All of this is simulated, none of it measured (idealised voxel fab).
process module | voxel self aligned contacts
cross-section cut | 235 nm wide | cells 5 nm
A cross-section is a grid of square cells, given in bands from the top down. A band is one or more rows of cells.
Each band's line starts with the height of the band's top and of its bottom, in nm. Then come its materials from left to right, each with its width in nm. One material with "throughout" fills the band from edge to edge. "air" is empty space.
Height 0 is the level under which the wafer as received is all one material. The lowest band goes on downwards, as in "0 down".
A width such as "30 to 40" changes by the same amount from each row of cells to the next, from the band's top row to its bottom row.
"no change" after a step means that no cell of the cross-section changed.
closed voids: empty space of 8 cells or more with no open way to the top, each as width x height at its distance from the left edge, in nm
after a step's settings: what the simulator itself notes on the step
overlay nm, on a step with a mask: how far to the right of its planned place the mask lay; to the left if negative
plan
1 op RECEIVE | material Si
2 op CONFORMAL_DEP | material SiO2 | thk nm 5
3 op DIRECTIONAL_DEP | material polySi | thk nm 30
4 op DIRECTIONAL_DEP | material SiN | thk nm 20
5 op DIRECTIONAL_DEP | material aC | thk nm 15
6 op PATTERN | tone cover | mask id GATE | material resist | width nm 35 | pitch nm 75 | thk nm 30 | overlay nm 0
7 op DIRECTIONAL_ETCH | etch materials aC | depth nm 15
8 op STRIP | etch materials resist
9 op DIRECTIONAL_ETCH | etch materials SiN | depth nm 20
10 op DIRECTIONAL_ETCH | etch materials polySi | depth nm 30
11 op STRIP | etch materials aC
12 op CONFORMAL_DEP | material SiN | thk nm 10
13 op DIRECTIONAL_ETCH | etch materials SiN | depth nm 10
14 op FILL_DEP | material SiO2 | thk nm 20
15 op CMP | height nm 65
16 op DIRECTIONAL_DEP | material aC | thk nm 15
17 op PATTERN | tone open | mask id CONTACT | material resist | width nm 50 | pitch nm 75 | thk nm 35 | overlay nm 0
18 op DIRECTIONAL_ETCH | etch materials aC | depth nm 15
19 op STRIP | etch materials resist
20 op DIRECTIONAL_ETCH | etch materials SiO2 | depth nm 65
21 op STRIP | etch materials aC
22 op CONFORMAL_DEP | material TiN | thk nm 5
23 op FILL_DEP | material W | thk nm 10
24 op CMP | height nm 65
25 op CONFORMAL_DEP | material SiCN | thk nm 5
first wafer, as planned
as received, after step 1
  0 down: Si throughout
  closed voids: none
after step 2
  5 to 0: SiO2 throughout
  below 0: unchanged
after step 3
  35 to 5: polySi throughout
  below 5: unchanged
after step 4
  55 to 35: SiN throughout
  below 35: unchanged
after step 5
  70 to 55: aC throughout
  below 55: unchanged
after step 6
  100 to 70: air 25 | resist 35 | air 40 | resist 35 | air 40 | resist 35 | air 25
  below 70: unchanged
after step 7
  85 to 70: air 25 | resist 35 | air 40 | resist 35 | air 40 | resist 35 | air 25
  70 to 55: air 25 | aC 35 | air 40 | aC 35 | air 40 | aC 35 | air 25
  below 55: unchanged
after step 8
  70 to 55: air 25 | aC 35 | air 40 | aC 35 | air 40 | aC 35 | air 25
  below 55: unchanged
after step 9
  70 to 55: air 25 | aC 35 | air 40 | aC 35 | air 40 | aC 35 | air 25
  55 to 35: air 25 | SiN 35 | air 40 | SiN 35 | air 40 | SiN 35 | air 25
  below 35: unchanged
after step 10
  70 to 55: air 25 | aC 35 | air 40 | aC 35 | air 40 | aC 35 | air 25
  55 to 35: air 25 | SiN 35 | air 40 | SiN 35 | air 40 | SiN 35 | air 25
  35 to 5: air 25 | polySi 35 | air 40 | polySi 35 | air 40 | polySi 35 | air 25
  below 5: unchanged
after step 11
  55 to 35: air 25 | SiN 35 | air 40 | SiN 35 | air 40 | SiN 35 | air 25
  below 35: unchanged
after step 12
  65 to 35: air 15 | SiN 55 | air 20 | SiN 55 | air 20 | SiN 55 | air 15
  35 to 15: air 15 | SiN 10 | polySi 35 | SiN 10 | air 20 | SiN 10 | polySi 35 | SiN 10 | air 20 | SiN 10 | polySi 35 | SiN 10 | air 15
  15 to 5: SiN 25 | polySi 35 | SiN 40 | polySi 35 | SiN 40 | polySi 35 | SiN 25
  below 5: unchanged
after step 13
  55 to 35: air 15 | SiN 55 | air 20 | SiN 55 | air 20 | SiN 55 | air 15
  35 to 5: air 15 | SiN 10 | polySi 35 | SiN 10 | air 20 | SiN 10 | polySi 35 | SiN 10 | air 20 | SiN 10 | polySi 35 | SiN 10 | air 15
  below 5: unchanged
after step 14
  75 to 55: SiO2 throughout
  55 to 35: SiO2 15 | SiN 55 | SiO2 20 | SiN 55 | SiO2 20 | SiN 55 | SiO2 15
  35 to 5: SiO2 15 | SiN 10 | polySi 35 | SiN 10 | SiO2 20 | SiN 10 | polySi 35 | SiN 10 | SiO2 20 | SiN 10 | polySi 35 | SiN 10 | SiO2 15
  below 5: unchanged
after step 15
  65 to 55: SiO2 throughout
  below 55: unchanged
after step 16
  80 to 65: aC throughout
  below 65: unchanged
after step 17
  115 to 80: resist 55 | air 50 | resist 25 | air 50 | resist 55
  below 80: unchanged
after step 18
  100 to 80: resist 55 | air 50 | resist 25 | air 50 | resist 55
  80 to 65: aC 55 | air 50 | aC 25 | air 50 | aC 55
  below 65: unchanged
after step 19
  80 to 65: aC 55 | air 50 | aC 25 | air 50 | aC 55
  below 65: unchanged
after step 20
  80 to 65: aC 55 | air 50 | aC 25 | air 50 | aC 55
  65 to 55: SiO2 55 | air 50 | SiO2 25 | air 50 | SiO2 55
  55 to 35: SiO2 15 | SiN 55 | air 20 | SiN 55 | air 20 | SiN 55 | SiO2 15
  35 to 5: SiO2 15 | SiN 10 | polySi 35 | SiN 10 | air 20 | SiN 10 | polySi 35 | SiN 10 | air 20 | SiN 10 | polySi 35 | SiN 10 | SiO2 15
  5 to 0: SiO2 70 | air 20 | SiO2 55 | air 20 | SiO2 70
  below 0: unchanged
after step 21
  65 to 55: SiO2 55 | air 50 | SiO2 25 | air 50 | SiO2 55
  below 55: unchanged
after step 22
  70 to 65: TiN 60 | air 40 | TiN 35 | air 40 | TiN 60
  65 to 55: SiO2 55 | TiN 5 to 20 | air 40 to 10 | TiN 5 to 20 | SiO2 25 | TiN 5 to 20 | air 40 to 10 | TiN 5 to 20 | SiO2 55
  55 to 35: SiO2 15 | SiN 55 | TiN 5 | air 10 | TiN 5 | SiN 55 | TiN 5 | air 10 | TiN 5 | SiN 55 | SiO2 15
  35 to 5: SiO2 15 | SiN 10 | polySi 35 | SiN 10 | TiN 5 | air 10 | TiN 5 | SiN 10 | polySi 35 | SiN 10 | TiN 5 | air 10 | TiN 5 | SiN 10 | polySi 35 | SiN 10 | SiO2 15
  5 to 0: SiO2 70 | TiN 20 | SiO2 55 | TiN 20 | SiO2 70
  below 0: unchanged
after step 23
  80 to 70: W throughout
  70 to 65: TiN 60 | W 40 | TiN 35 | W 40 | TiN 60
  65 to 55: SiO2 55 | TiN 5 to 20 | W 40 to 10 | TiN 5 to 20 | SiO2 25 | TiN 5 to 20 | W 40 to 10 | TiN 5 to 20 | SiO2 55
  55 to 35: SiO2 15 | SiN 55 | TiN 5 | W 10 | TiN 5 | SiN 55 | TiN 5 | W 10 | TiN 5 | SiN 55 | SiO2 15
  35 to 5: SiO2 15 | SiN 10 | polySi 35 | SiN 10 | TiN 5 | W 10 | TiN 5 | SiN 10 | polySi 35 | SiN 10 | TiN 5 | W 10 | TiN 5 | SiN 10 | polySi 35 | SiN 10 | SiO2 15
  below 5: unchanged
after step 24
  65 to 55: SiO2 55 | TiN 5 to 20 | W 40 to 10 | TiN 5 to 20 | SiO2 25 | TiN 5 to 20 | W 40 to 10 | TiN 5 to 20 | SiO2 55
  below 55: unchanged
after step 25
  70 to 65: SiCN throughout
  below 65: unchanged
second wafer: like start, like plan, one mistake. Through step 16 it matches the first wafer
when step 17 should have ended
  115 to 80: resist 50 | air 50 | resist 25 | air 50 | resist 60
  below 80: unchanged
when step 18 should have ended
  100 to 80: resist 50 | air 50 | resist 25 | air 50 | resist 60
  80 to 65: aC 50 | air 50 | aC 25 | air 50 | aC 60
  below 65: unchanged
when step 19 should have ended
  80 to 65: aC 50 | air 50 | aC 25 | air 50 | aC 60
  below 65: unchanged
when step 20 should have ended
  80 to 65: aC 50 | air 50 | aC 25 | air 50 | aC 60
  65 to 55: SiO2 50 | air 50 | SiO2 25 | air 50 | SiO2 60
  55 to 35: SiO2 15 | SiN 55 | air 20 | SiN 55 | air 20 | SiN 55 | SiO2 15
  35 to 5: SiO2 15 | SiN 10 | polySi 35 | SiN 10 | air 20 | SiN 10 | polySi 35 | SiN 10 | air 20 | SiN 10 | polySi 35 | SiN 10 | SiO2 15
  5 to 0: SiO2 70 | air 20 | SiO2 55 | air 20 | SiO2 70
  below 0: unchanged
when step 21 should have ended
  65 to 55: SiO2 50 | air 50 | SiO2 25 | air 50 | SiO2 60
  below 55: unchanged
when step 22 should have ended
  70 to 65: TiN 55 | air 40 | TiN 35 | air 40 | TiN 65
  65 to 55: SiO2 50 | TiN 5 to 25 | air 40 to 10 | TiN 5 to 15 | SiO2 25 | TiN 5 to 25 | air 40 to 10 | TiN 5 to 15 | SiO2 60
  55 to 35: SiO2 15 | SiN 55 | TiN 5 | air 10 | TiN 5 | SiN 55 | TiN 5 | air 10 | TiN 5 | SiN 55 | SiO2 15
  35 to 5: SiO2 15 | SiN 10 | polySi 35 | SiN 10 | TiN 5 | air 10 | TiN 5 | SiN 10 | polySi 35 | SiN 10 | TiN 5 | air 10 | TiN 5 | SiN 10 | polySi 35 | SiN 10 | SiO2 15
  5 to 0: SiO2 70 | TiN 20 | SiO2 55 | TiN 20 | SiO2 70
  below 0: unchanged
when step 23 should have ended
  80 to 70: W throughout
  70 to 65: TiN 55 | W 40 | TiN 35 | W 40 | TiN 65
  65 to 55: SiO2 50 | TiN 5 to 25 | W 40 to 10 | TiN 5 to 15 | SiO2 25 | TiN 5 to 25 | W 40 to 10 | TiN 5 to 15 | SiO2 60
  55 to 35: SiO2 15 | SiN 55 | TiN 5 | W 10 | TiN 5 | SiN 55 | TiN 5 | W 10 | TiN 5 | SiN 55 | SiO2 15
  35 to 5: SiO2 15 | SiN 10 | polySi 35 | SiN 10 | TiN 5 | W 10 | TiN 5 | SiN 10 | polySi 35 | SiN 10 | TiN 5 | W 10 | TiN 5 | SiN 10 | polySi 35 | SiN 10 | SiO2 15
  below 5: unchanged
when step 24 should have ended
  65 to 55: SiO2 50 | TiN 5 to 25 | W 40 to 10 | TiN 5 to 15 | SiO2 25 | TiN 5 to 25 | W 40 to 10 | TiN 5 to 15 | SiO2 60
  below 55: unchanged
when step 25 should have ended
  70 to 65: SiCN throughout
  below 65: unchanged
what went wrong: step 17 ran as: op PATTERN | tone open | mask id CONTACT | material resist | width nm 50 | pitch nm 75 | thk nm 35 | overlay nm -5
at the end the second wafer has, in cells: as many of each material as the first, in other places
